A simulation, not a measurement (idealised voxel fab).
process module | voxel transistor to metal
cross-section cut | 150 nm wide | cells 5 nm
A cross-section is a grid of square cells, given in bands from the top down. A band is one or more rows of cells.
Each band's line starts with the height of the band's top and of its bottom, in nm. Then come its materials from left to right, each with its width in nm. One material with "throughout" fills the band from edge to edge. "air" is empty space.
Height 0 is the level under which the wafer as received is all one material. The lowest band goes on downwards, as in "0 down".
A width such as "30 to 40" changes by the same amount from each row of cells to the next, from the band's top row to its bottom row.
"no change" after a step means that no cell of the cross-section changed.
closed voids: empty space of 8 cells or more with no open way to the top, each as width x height at its distance from the left edge, in nm
after a step's settings: what the simulator itself notes on the step
overlay nm, on a step with a mask: how far to the right of its planned place the mask lay; to the left if negative
plan
1 op RECEIVE | material Si
2 op OXIDIZE | depth nm 5
3 op CONFORMAL_DEP | material SiN | thk nm 10
4 op MASKED_ETCH | tone cover | mask id ACTIVE | width nm 115 | etch materials SiN | depth nm 10 | overlay nm 0
5 op MASKED_ETCH | tone cover | mask id ACTIVE | width nm 115 | etch materials SiO2 | depth nm 5 | overlay nm 0
6 op MASKED_ETCH | tone cover | mask id ACTIVE | width nm 115 | etch materials Si | depth nm 25 | overlay nm 0
7 op OXIDIZE | depth nm 5
8 op FILL_DEP | material SiO2 | thk nm 10
9 op CMP | height nm 10
10 op SELECTIVE_ETCH | etch materials SiO2 | depth nm 5
11 op STRIP | etch materials SiN
12 op SELECTIVE_ETCH | etch materials SiO2 | depth nm 5
13 op OXIDIZE | depth nm 5
14 op DIRECTIONAL_DEP | material polySi | thk nm 30
15 op DIRECTIONAL_DEP | material SiCN | thk nm 15
16 op DIRECTIONAL_DEP | material aC | thk nm 15
17 op PATTERN | tone cover | mask id GATE | material resist | width nm 25 | thk nm 35 | overlay nm 0
18 op DIRECTIONAL_ETCH | etch materials aC | depth nm 15
19 op STRIP | etch materials resist
20 op DIRECTIONAL_ETCH | etch materials SiCN | depth nm 25
21 op DIRECTIONAL_ETCH | etch materials polySi | depth nm 40
22 op STRIP | etch materials aC
23 op CONFORMAL_DEP | material SiN | thk nm 5
24 op DIRECTIONAL_ETCH | etch materials SiN | depth nm 5
25 op DIRECTIONAL_ETCH | etch materials SiO2 | depth nm 5
26 op EPI | material nSi | thk nm 5
27 op FILL_DEP | material SiO2 | thk nm 10
28 op CMP | height nm 25
29 op STRIP | etch materials polySi
30 op SELECTIVE_ETCH | etch materials SiO2 | depth nm 5
31 op CONFORMAL_DEP | material HfO2 | thk nm 5
32 op CONFORMAL_DEP | material TiN | thk nm 5
33 op FILL_DEP | material W | thk nm 5
34 op CMP | height nm 20
35 op DIRECTIONAL_DEP | material SiO2 | thk nm 10
36 op DIRECTIONAL_DEP | material aC | thk nm 10
37 op PATTERN | tone open | mask id CONTACT | material resist | width nm 20 | pitch nm 85 | thk nm 25 | overlay nm 0
38 op DIRECTIONAL_ETCH | etch materials aC | depth nm 10
39 op STRIP | etch materials resist
40 op DIRECTIONAL_ETCH | etch materials SiO2 | depth nm 35
41 op STRIP | etch materials aC
42 op CONFORMAL_DEP | material TiN | thk nm 5
43 op FILL_DEP | material W | thk nm 10
44 op CMP | height nm 30
45 op DIRECTIONAL_DEP | material TiN | thk nm 5
46 op DIRECTIONAL_DEP | material W | thk nm 15
47 op DIRECTIONAL_DEP | material aC | thk nm 15
48 op PATTERN | tone cover | mask id METAL_1 | material resist | width nm 20 | pitch nm 85 | thk nm 30 | overlay nm 0
49 op DIRECTIONAL_ETCH | etch materials aC | depth nm 15
50 op STRIP | etch materials resist
51 op DIRECTIONAL_ETCH | etch materials W | depth nm 15
52 op DIRECTIONAL_ETCH | etch materials TiN | depth nm 5
53 op STRIP | etch materials aC
54 op CONFORMAL_DEP | material SiCN | thk nm 5
55 op FILL_DEP | material lowk | thk nm 10
56 op CMP | height nm 50
57 op CONFORMAL_DEP | material SiCN | thk nm 5
58 op DIRECTIONAL_DEP | material lowk | thk nm 35
59 op PATTERN | tone open | mask id METAL_2 | material resist | width nm 20 | pitch nm 85 | thk nm 20 | overlay nm 0
60 op DIRECTIONAL_ETCH | etch materials lowk | depth nm 20
61 op STRIP | etch materials resist
62 op DIRECTIONAL_DEP | material aC | thk nm 15
63 op PATTERN | tone open | mask id METAL_2_HOLES | material resist | width nm 15 | pitch nm 85 | thk nm 35 | overlay nm 0
64 op DIRECTIONAL_ETCH | etch materials aC | depth nm 15
65 op STRIP | etch materials resist
66 op DIRECTIONAL_ETCH | etch materials lowk | depth nm 15
67 op DIRECTIONAL_ETCH | etch materials SiCN | depth nm 5
68 op STRIP | etch materials aC
69 op CONFORMAL_DEP | material TiN | thk nm 5
70 op FILL_DEP | material Cu | thk nm 10
71 op CMP | height nm 90
72 op CONFORMAL_DEP | material SiCN | thk nm 5
first wafer, as planned
as received, after step 1
  0 down: Si throughout
  closed voids: none
after step 2
  0 to -5: SiO2 throughout
  below -5: unchanged
after step 3
  10 to 0: SiN throughout
  below 0: unchanged
after step 4
  10 to 0: air 15 | SiN 115 | air 20
  below 0: unchanged
after step 5
  10 to 0: air 15 | SiN 115 | air 20
  0 to -5: air 15 | SiO2 115 | air 20
  below -5: unchanged
after step 6
  10 to 0: air 15 | SiN 115 | air 20
  0 to -5: air 15 | SiO2 115 | air 20
  -5 to -30: air 15 | Si 115 | air 20
  below -30: unchanged
after step 7
  10 to 0: air 15 | SiN 115 | air 20
  0 to -5: air 15 | SiO2 115 | air 20
  -5 to -30: air 15 | SiO2 5 | Si 105 | SiO2 5 | air 20
  -30 to -35: SiO2 20 | Si 105 | SiO2 25
  below -35: unchanged
after step 8
  20 to 10: SiO2 throughout
  10 to 0: SiO2 15 | SiN 115 | SiO2 20
  0 to -5: SiO2 throughout
  -5 to -35: SiO2 20 | Si 105 | SiO2 25
  below -35: unchanged
after step 9
  10 to 0: SiO2 15 | SiN 115 | SiO2 20
  below 0: unchanged
after step 10
  10 to 5: air 15 | SiN 115 | air 20
  below 5: unchanged
after step 11
  5 to 0: SiO2 15 | air 115 | SiO2 20
  below 0: unchanged
after step 12
  0 to -5: SiO2 10 | air 125 | SiO2 15
  below -5: unchanged
after step 13
  0 to -5: SiO2 10 | air 125 | SiO2 15
  -5 to -10: SiO2 throughout
  below -10: unchanged
after step 14
  30 to 25: polySi 10 | air 125 | polySi 15
  25 to 0: polySi throughout
  0 to -5: SiO2 10 | polySi 125 | SiO2 15
  below -5: unchanged
after step 15
  45 to 40: SiCN 10 | air 125 | SiCN 15
  40 to 30: SiCN throughout
  30 to 25: polySi 10 | SiCN 125 | polySi 15
  below 25: unchanged
after step 16
  60 to 55: aC 10 | air 125 | aC 15
  55 to 45: aC throughout
  45 to 40: SiCN 10 | aC 125 | SiCN 15
  below 40: unchanged
after step 17
  95 to 60: air 60 | resist 25 | air 65
  60 to 55: aC 10 | air 50 | resist 25 | air 50 | aC 15
  below 55: unchanged
after step 18
  80 to 55: air 60 | resist 25 | air 65
  55 to 45: air 60 | aC 25 | air 65
  45 to 40: SiCN 10 | air 50 | aC 25 | air 50 | SiCN 15
  below 40: unchanged
after step 19
  55 to 45: air 60 | aC 25 | air 65
  below 45: unchanged
after step 20
  55 to 40: air 60 | aC 25 | air 65
  40 to 30: air 60 | SiCN 25 | air 65
  30 to 25: polySi 10 | air 50 | SiCN 25 | air 50 | polySi 15
  below 25: unchanged
after step 21
  55 to 40: air 60 | aC 25 | air 65
  40 to 25: air 60 | SiCN 25 | air 65
  25 to 0: air 60 | polySi 25 | air 65
  0 to -5: SiO2 10 | air 50 | polySi 25 | air 50 | SiO2 15
  below -5: unchanged
after step 22
  40 to 25: air 60 | SiCN 25 | air 65
  below 25: unchanged
after step 23
  45 to 40: air 55 | SiN 35 | air 60
  40 to 25: air 55 | SiN 5 | SiCN 25 | SiN 5 | air 60
  25 to 5: air 55 | SiN 5 | polySi 25 | SiN 5 | air 60
  5 to 0: SiN 15 | air 40 | SiN 5 | polySi 25 | SiN 5 | air 40 | SiN 20
  0 to -5: SiO2 10 | SiN 50 | polySi 25 | SiN 50 | SiO2 15
  below -5: unchanged
after step 24
  40 to 25: air 55 | SiN 5 | SiCN 25 | SiN 5 | air 60
  25 to 0: air 55 | SiN 5 | polySi 25 | SiN 5 | air 60
  0 to -5: SiO2 10 | SiN 5 | air 40 | SiN 5 | polySi 25 | SiN 5 | air 40 | SiN 5 | SiO2 15
  below -5: unchanged
after step 25
  40 to 25: air 55 | SiN 5 | SiCN 25 | SiN 5 | air 60
  25 to 0: air 55 | SiN 5 | polySi 25 | SiN 5 | air 60
  0 to -5: air 10 | SiN 5 | air 40 | SiN 5 | polySi 25 | SiN 5 | air 40 | SiN 5 | air 15
  -5 to -10: SiO2 15 | air 40 | SiO2 35 | air 40 | SiO2 20
  below -10: unchanged
after step 26
  40 to 25: air 55 | SiN 5 | SiCN 25 | SiN 5 | air 60
  25 to 0: air 55 | SiN 5 | polySi 25 | SiN 5 | air 60
  0 to -5: air 10 | SiN 5 | air 40 | SiN 5 | polySi 25 | SiN 5 | air 40 | SiN 5 | air 15
  -5 to -10: SiO2 15 | nSi 40 | SiO2 35 | nSi 40 | SiO2 20
  below -10: unchanged
after step 27
  50 to 40: SiO2 throughout
  40 to 25: SiO2 55 | SiN 5 | SiCN 25 | SiN 5 | SiO2 60
  25 to 0: SiO2 55 | SiN 5 | polySi 25 | SiN 5 | SiO2 60
  0 to -5: SiO2 10 | SiN 5 | SiO2 40 | SiN 5 | polySi 25 | SiN 5 | SiO2 40 | SiN 5 | SiO2 15
  below -5: unchanged
after step 28
  25 to 0: SiO2 55 | SiN 5 | polySi 25 | SiN 5 | SiO2 60
  below 0: unchanged
after step 29
  25 to 0: SiO2 55 | SiN 5 | air 25 | SiN 5 | SiO2 60
  0 to -5: SiO2 10 | SiN 5 | SiO2 40 | SiN 5 | air 25 | SiN 5 | SiO2 40 | SiN 5 | SiO2 15
  below -5: unchanged
after step 30
  25 to 20: air 55 | SiN 5 | air 25 | SiN 5 | air 60
  20 to 0: SiO2 55 | SiN 5 | air 25 | SiN 5 | SiO2 60
  0 to -5: SiO2 10 | SiN 5 | SiO2 40 | SiN 5 | air 25 | SiN 5 | SiO2 40 | SiN 5 | SiO2 15
  -5 to -10: SiO2 15 | nSi 40 | air 35 | nSi 40 | SiO2 20
  below -10: unchanged
after step 31
  30 to 25: air 50 | HfO2 15 | air 15 | HfO2 15 | air 55
  25 to 20: HfO2 55 | SiN 5 | HfO2 5 | air 15 | HfO2 5 | SiN 5 | HfO2 60
  20 to 0: SiO2 55 | SiN 5 | HfO2 5 | air 15 | HfO2 5 | SiN 5 | SiO2 60
  0 to -5: SiO2 10 | SiN 5 | SiO2 40 | SiN 5 | HfO2 5 | air 15 | HfO2 5 | SiN 5 | SiO2 40 | SiN 5 | SiO2 15
  -5 to -10: SiO2 15 | nSi 40 | HfO2 35 | nSi 40 | SiO2 20
  below -10: unchanged
after step 32
  35 to 30: air 45 | TiN 25 | air 5 | TiN 25 | air 50
  30 to 25: TiN 50 | HfO2 15 | TiN 5 | air 5 | TiN 5 | HfO2 15 | TiN 55
  25 to 20: HfO2 55 | SiN 5 | HfO2 5 | TiN 5 | air 5 | TiN 5 | HfO2 5 | SiN 5 | HfO2 60
  20 to 0: SiO2 55 | SiN 5 | HfO2 5 | TiN 5 | air 5 | TiN 5 | HfO2 5 | SiN 5 | SiO2 60
  0 to -5: SiO2 10 | SiN 5 | SiO2 40 | SiN 5 | HfO2 5 | TiN 15 | HfO2 5 | SiN 5 | SiO2 40 | SiN 5 | SiO2 15
  below -5: unchanged
after step 33
  40 to 35: W throughout
  35 to 30: W 45 | TiN 25 | W 5 | TiN 25 | W 50
  30 to 25: TiN 50 | HfO2 15 | TiN 5 | W 5 | TiN 5 | HfO2 15 | TiN 55
  25 to 20: HfO2 55 | SiN 5 | HfO2 5 | TiN 5 | W 5 | TiN 5 | HfO2 5 | SiN 5 | HfO2 60
  20 to 0: SiO2 55 | SiN 5 | HfO2 5 | TiN 5 | W 5 | TiN 5 | HfO2 5 | SiN 5 | SiO2 60
  below 0: unchanged
after step 34
  20 to 0: SiO2 55 | SiN 5 | HfO2 5 | TiN 5 | W 5 | TiN 5 | HfO2 5 | SiN 5 | SiO2 60
  below 0: unchanged
after step 35
  30 to 20: SiO2 throughout
  below 20: unchanged
after step 36
  40 to 30: aC throughout
  below 30: unchanged
after step 37
  65 to 40: resist 20 | air 20 | resist 65 | air 20 | resist 25
  below 40: unchanged
after step 38
  55 to 40: resist 20 | air 20 | resist 65 | air 20 | resist 25
  40 to 30: aC 20 | air 20 | aC 65 | air 20 | aC 25
  below 30: unchanged
after step 39
  40 to 30: aC 20 | air 20 | aC 65 | air 20 | aC 25
  below 30: unchanged
after step 40
  40 to 30: aC 20 | air 20 | aC 65 | air 20 | aC 25
  30 to 20: SiO2 20 | air 20 | SiO2 65 | air 20 | SiO2 25
  20 to 0: SiO2 20 | air 20 | SiO2 15 | SiN 5 | HfO2 5 | TiN 5 | W 5 | TiN 5 | HfO2 5 | SiN 5 | SiO2 15 | air 20 | SiO2 25
  0 to -5: SiO2 10 | SiN 5 | SiO2 5 | air 20 | SiO2 15 | SiN 5 | HfO2 5 | TiN 15 | HfO2 5 | SiN 5 | SiO2 15 | air 20 | SiO2 5 | SiN 5 | SiO2 15
  below -5: unchanged
after step 41
  30 to 20: SiO2 20 | air 20 | SiO2 65 | air 20 | SiO2 25
  below 20: unchanged
after step 42
  35 to 30: TiN 25 | air 10 | TiN 75 | air 10 | TiN 30
  30 to 20: SiO2 20 | TiN 5 | air 10 | TiN 5 | SiO2 65 | TiN 5 | air 10 | TiN 5 | SiO2 25
  20 to 0: SiO2 20 | TiN 5 | air 10 | TiN 5 | SiO2 15 | SiN 5 | HfO2 5 | TiN 5 | W 5 | TiN 5 | HfO2 5 | SiN 5 | SiO2 15 | TiN 5 | air 10 | TiN 5 | SiO2 25
  0 to -5: SiO2 10 | SiN 5 | SiO2 5 | TiN 20 | SiO2 15 | SiN 5 | HfO2 5 | TiN 15 | HfO2 5 | SiN 5 | SiO2 15 | TiN 20 | SiO2 5 | SiN 5 | SiO2 15
  below -5: unchanged
after step 43
  45 to 35: W throughout
  35 to 30: TiN 25 | W 10 | TiN 75 | W 10 | TiN 30
  30 to 20: SiO2 20 | TiN 5 | W 10 | TiN 5 | SiO2 65 | TiN 5 | W 10 | TiN 5 | SiO2 25
  20 to 0: SiO2 20 | TiN 5 | W 10 | TiN 5 | SiO2 15 | SiN 5 | HfO2 5 | TiN 5 | W 5 | TiN 5 | HfO2 5 | SiN 5 | SiO2 15 | TiN 5 | W 10 | TiN 5 | SiO2 25
  below 0: unchanged
after step 44
  30 to 20: SiO2 20 | TiN 5 | W 10 | TiN 5 | SiO2 65 | TiN 5 | W 10 | TiN 5 | SiO2 25
  below 20: unchanged
after step 45
  35 to 30: TiN throughout
  below 30: unchanged
after step 46
  50 to 35: W throughout
  below 35: unchanged
after step 47
  65 to 50: aC throughout
  below 50: unchanged
after step 48
  95 to 65: air 20 | resist 20 | air 65 | resist 20 | air 25
  below 65: unchanged
after step 49
  80 to 65: air 20 | resist 20 | air 65 | resist 20 | air 25
  65 to 50: air 20 | aC 20 | air 65 | aC 20 | air 25
  below 50: unchanged
after step 50
  65 to 50: air 20 | aC 20 | air 65 | aC 20 | air 25
  below 50: unchanged
after step 51
  65 to 50: air 20 | aC 20 | air 65 | aC 20 | air 25
  50 to 35: air 20 | W 20 | air 65 | W 20 | air 25
  below 35: unchanged
after step 52
  65 to 50: air 20 | aC 20 | air 65 | aC 20 | air 25
  50 to 35: air 20 | W 20 | air 65 | W 20 | air 25
  35 to 30: air 20 | TiN 20 | air 65 | TiN 20 | air 25
  below 30: unchanged
after step 53
  50 to 35: air 20 | W 20 | air 65 | W 20 | air 25
  below 35: unchanged
after step 54
  55 to 50: air 15 | SiCN 30 | air 55 | SiCN 30 | air 20
  50 to 35: air 15 | SiCN 5 | W 20 | SiCN 5 | air 55 | SiCN 5 | W 20 | SiCN 5 | air 20
  35 to 30: SiCN 20 | TiN 20 | SiCN 65 | TiN 20 | SiCN 25
  below 30: unchanged
after step 55
  65 to 55: lowk throughout
  55 to 50: lowk 15 | SiCN 30 | lowk 55 | SiCN 30 | lowk 20
  50 to 35: lowk 15 | SiCN 5 | W 20 | SiCN 5 | lowk 55 | SiCN 5 | W 20 | SiCN 5 | lowk 20
  below 35: unchanged
after step 56
  50 to 35: lowk 15 | SiCN 5 | W 20 | SiCN 5 | lowk 55 | SiCN 5 | W 20 | SiCN 5 | lowk 20
  below 35: unchanged
after step 57
  55 to 50: SiCN throughout
  below 50: unchanged
after step 58
  90 to 55: lowk throughout
  below 55: unchanged
after step 59
  110 to 90: resist 20 | air 20 | resist 65 | air 20 | resist 25
  below 90: unchanged
after step 60
  110 to 90: resist 20 | air 20 | resist 65 | air 20 | resist 25
  90 to 70: lowk 20 | air 20 | lowk 65 | air 20 | lowk 25
  below 70: unchanged
after step 61
  90 to 70: lowk 20 | air 20 | lowk 65 | air 20 | lowk 25
  below 70: unchanged
after step 62
  105 to 90: aC 20 | air 20 | aC 65 | air 20 | aC 25
  90 to 85: lowk 20 | air 20 | lowk 65 | air 20 | lowk 25
  85 to 70: lowk 20 | aC 20 | lowk 65 | aC 20 | lowk 25
  below 70: unchanged
after step 63
  140 to 105: resist 20 | air 15 | resist 70 | air 15 | resist 30
  105 to 90: aC 20 | air 15 | resist 5 | aC 65 | air 15 | resist 5 | aC 25
  90 to 85: lowk 20 | air 15 | resist 5 | lowk 65 | air 15 | resist 5 | lowk 25
  below 85: unchanged
after step 64
  125 to 105: resist 20 | air 15 | resist 70 | air 15 | resist 30
  105 to 90: aC 20 | air 15 | resist 5 | aC 65 | air 15 | resist 5 | aC 25
  90 to 85: lowk 20 | air 15 | resist 5 | lowk 65 | air 15 | resist 5 | lowk 25
  85 to 70: lowk 20 | air 15 | aC 5 | lowk 65 | air 15 | aC 5 | lowk 25
  below 70: unchanged
after step 65
  105 to 90: aC 20 | air 20 | aC 65 | air 20 | aC 25
  90 to 85: lowk 20 | air 20 | lowk 65 | air 20 | lowk 25
  below 85: unchanged
after step 66
  105 to 90: aC 20 | air 20 | aC 65 | air 20 | aC 25
  90 to 85: lowk 20 | air 20 | lowk 65 | air 20 | lowk 25
  85 to 70: lowk 20 | air 15 | aC 5 | lowk 65 | air 15 | aC 5 | lowk 25
  70 to 55: lowk 20 | air 15 | lowk 70 | air 15 | lowk 30
  below 55: unchanged
after step 67
  105 to 90: aC 20 | air 20 | aC 65 | air 20 | aC 25
  90 to 85: lowk 20 | air 20 | lowk 65 | air 20 | lowk 25
  85 to 70: lowk 20 | air 15 | aC 5 | lowk 65 | air 15 | aC 5 | lowk 25
  70 to 55: lowk 20 | air 15 | lowk 70 | air 15 | lowk 30
  55 to 50: SiCN 20 | air 15 | SiCN 70 | air 15 | SiCN 30
  below 50: unchanged
after step 68
  90 to 70: lowk 20 | air 20 | lowk 65 | air 20 | lowk 25
  below 70: unchanged
after step 69
  95 to 90: TiN 25 | air 10 | TiN 75 | air 10 | TiN 30
  90 to 75: lowk 20 | TiN 5 | air 10 | TiN 5 | lowk 65 | TiN 5 | air 10 | TiN 5 | lowk 25
  75 to 70: lowk 20 | TiN 5 | air 5 | TiN 10 | lowk 65 | TiN 5 | air 5 | TiN 10 | lowk 25
  70 to 55: lowk 20 | TiN 5 | air 5 | TiN 5 | lowk 70 | TiN 5 | air 5 | TiN 5 | lowk 30
  55 to 50: SiCN 20 | TiN 15 | SiCN 70 | TiN 15 | SiCN 30
  below 50: unchanged
after step 70
  105 to 95: Cu throughout
  95 to 90: TiN 25 | Cu 10 | TiN 75 | Cu 10 | TiN 30
  90 to 75: lowk 20 | TiN 5 | Cu 10 | TiN 5 | lowk 65 | TiN 5 | Cu 10 | TiN 5 | lowk 25
  75 to 70: lowk 20 | TiN 5 | Cu 5 | TiN 10 | lowk 65 | TiN 5 | Cu 5 | TiN 10 | lowk 25
  70 to 55: lowk 20 | TiN 5 | Cu 5 | TiN 5 | lowk 70 | TiN 5 | Cu 5 | TiN 5 | lowk 30
  below 55: unchanged
after step 71
  90 to 75: lowk 20 | TiN 5 | Cu 10 | TiN 5 | lowk 65 | TiN 5 | Cu 10 | TiN 5 | lowk 25
  below 75: unchanged
after step 72
  95 to 90: SiCN throughout
  below 90: unchanged
second wafer: like start, like plan, one mistake. Through step 47 it matches the first wafer
when step 48 should have ended
  95 to 65: air 25 | resist 20 | air 65 | resist 20 | air 20
  below 65: unchanged
when step 49 should have ended
  80 to 65: air 25 | resist 20 | air 65 | resist 20 | air 20
  65 to 50: air 25 | aC 20 | air 65 | aC 20 | air 20
  below 50: unchanged
when step 50 should have ended
  65 to 50: air 25 | aC 20 | air 65 | aC 20 | air 20
  below 50: unchanged
when step 51 should have ended
  65 to 50: air 25 | aC 20 | air 65 | aC 20 | air 20
  50 to 35: air 25 | W 20 | air 65 | W 20 | air 20
  below 35: unchanged
when step 52 should have ended
  65 to 50: air 25 | aC 20 | air 65 | aC 20 | air 20
  50 to 35: air 25 | W 20 | air 65 | W 20 | air 20
  35 to 30: air 25 | TiN 20 | air 65 | TiN 20 | air 20
  below 30: unchanged
when step 53 should have ended
  50 to 35: air 25 | W 20 | air 65 | W 20 | air 20
  below 35: unchanged
when step 54 should have ended
  55 to 50: air 20 | SiCN 30 | air 55 | SiCN 30 | air 15
  50 to 35: air 20 | SiCN 5 | W 20 | SiCN 5 | air 55 | SiCN 5 | W 20 | SiCN 5 | air 15
  35 to 30: SiCN 25 | TiN 20 | SiCN 65 | TiN 20 | SiCN 20
  below 30: unchanged
when step 55 should have ended
  65 to 55: lowk throughout
  55 to 50: lowk 20 | SiCN 30 | lowk 55 | SiCN 30 | lowk 15
  50 to 35: lowk 20 | SiCN 5 | W 20 | SiCN 5 | lowk 55 | SiCN 5 | W 20 | SiCN 5 | lowk 15
  below 35: unchanged
when step 56 should have ended
  50 to 35: lowk 20 | SiCN 5 | W 20 | SiCN 5 | lowk 55 | SiCN 5 | W 20 | SiCN 5 | lowk 15
  below 35: unchanged
when step 57 should have ended
  55 to 50: SiCN throughout
  below 50: unchanged
when step 58 should have ended
  90 to 55: lowk throughout
  below 55: unchanged
when step 59 should have ended
  110 to 90: resist 20 | air 20 | resist 65 | air 20 | resist 25
  below 90: unchanged
when step 60 should have ended
  110 to 90: resist 20 | air 20 | resist 65 | air 20 | resist 25
  90 to 70: lowk 20 | air 20 | lowk 65 | air 20 | lowk 25
  below 70: unchanged
when step 61 should have ended
  90 to 70: lowk 20 | air 20 | lowk 65 | air 20 | lowk 25
  below 70: unchanged
when step 62 should have ended
  105 to 90: aC 20 | air 20 | aC 65 | air 20 | aC 25
  90 to 85: lowk 20 | air 20 | lowk 65 | air 20 | lowk 25
  85 to 70: lowk 20 | aC 20 | lowk 65 | aC 20 | lowk 25
  below 70: unchanged
when step 63 should have ended
  140 to 105: resist 20 | air 15 | resist 70 | air 15 | resist 30
  105 to 90: aC 20 | air 15 | resist 5 | aC 65 | air 15 | resist 5 | aC 25
  90 to 85: lowk 20 | air 15 | resist 5 | lowk 65 | air 15 | resist 5 | lowk 25
  below 85: unchanged
when step 64 should have ended
  125 to 105: resist 20 | air 15 | resist 70 | air 15 | resist 30
  105 to 90: aC 20 | air 15 | resist 5 | aC 65 | air 15 | resist 5 | aC 25
  90 to 85: lowk 20 | air 15 | resist 5 | lowk 65 | air 15 | resist 5 | lowk 25
  85 to 70: lowk 20 | air 15 | aC 5 | lowk 65 | air 15 | aC 5 | lowk 25
  below 70: unchanged
when step 65 should have ended
  105 to 90: aC 20 | air 20 | aC 65 | air 20 | aC 25
  90 to 85: lowk 20 | air 20 | lowk 65 | air 20 | lowk 25
  below 85: unchanged
when step 66 should have ended
  105 to 90: aC 20 | air 20 | aC 65 | air 20 | aC 25
  90 to 85: lowk 20 | air 20 | lowk 65 | air 20 | lowk 25
  85 to 70: lowk 20 | air 15 | aC 5 | lowk 65 | air 15 | aC 5 | lowk 25
  70 to 55: lowk 20 | air 15 | lowk 70 | air 15 | lowk 30
  below 55: unchanged
when step 67 should have ended
  105 to 90: aC 20 | air 20 | aC 65 | air 20 | aC 25
  90 to 85: lowk 20 | air 20 | lowk 65 | air 20 | lowk 25
  85 to 70: lowk 20 | air 15 | aC 5 | lowk 65 | air 15 | aC 5 | lowk 25
  70 to 55: lowk 20 | air 15 | lowk 70 | air 15 | lowk 30
  55 to 50: SiCN 20 | air 15 | SiCN 70 | air 15 | SiCN 30
  below 50: unchanged
when step 68 should have ended
  90 to 70: lowk 20 | air 20 | lowk 65 | air 20 | lowk 25
  below 70: unchanged
when step 69 should have ended
  95 to 90: TiN 25 | air 10 | TiN 75 | air 10 | TiN 30
  90 to 75: lowk 20 | TiN 5 | air 10 | TiN 5 | lowk 65 | TiN 5 | air 10 | TiN 5 | lowk 25
  75 to 70: lowk 20 | TiN 5 | air 5 | TiN 10 | lowk 65 | TiN 5 | air 5 | TiN 10 | lowk 25
  70 to 55: lowk 20 | TiN 5 | air 5 | TiN 5 | lowk 70 | TiN 5 | air 5 | TiN 5 | lowk 30
  55 to 50: SiCN 20 | TiN 15 | SiCN 70 | TiN 15 | SiCN 30
  below 50: unchanged
when step 70 should have ended
  105 to 95: Cu throughout
  95 to 90: TiN 25 | Cu 10 | TiN 75 | Cu 10 | TiN 30
  90 to 75: lowk 20 | TiN 5 | Cu 10 | TiN 5 | lowk 65 | TiN 5 | Cu 10 | TiN 5 | lowk 25
  75 to 70: lowk 20 | TiN 5 | Cu 5 | TiN 10 | lowk 65 | TiN 5 | Cu 5 | TiN 10 | lowk 25
  70 to 55: lowk 20 | TiN 5 | Cu 5 | TiN 5 | lowk 70 | TiN 5 | Cu 5 | TiN 5 | lowk 30
  below 55: unchanged
when step 71 should have ended
  90 to 75: lowk 20 | TiN 5 | Cu 10 | TiN 5 | lowk 65 | TiN 5 | Cu 10 | TiN 5 | lowk 25
  below 75: unchanged
when step 72 should have ended
  95 to 90: SiCN throughout
  below 90: unchanged
what went wrong: step 48 ran as: op PATTERN | tone cover | mask id METAL_1 | material resist | width nm 20 | pitch nm 85 | thk nm 30 | overlay nm 5
at the end the second wafer has, in cells: as many of each material as the first, in other places
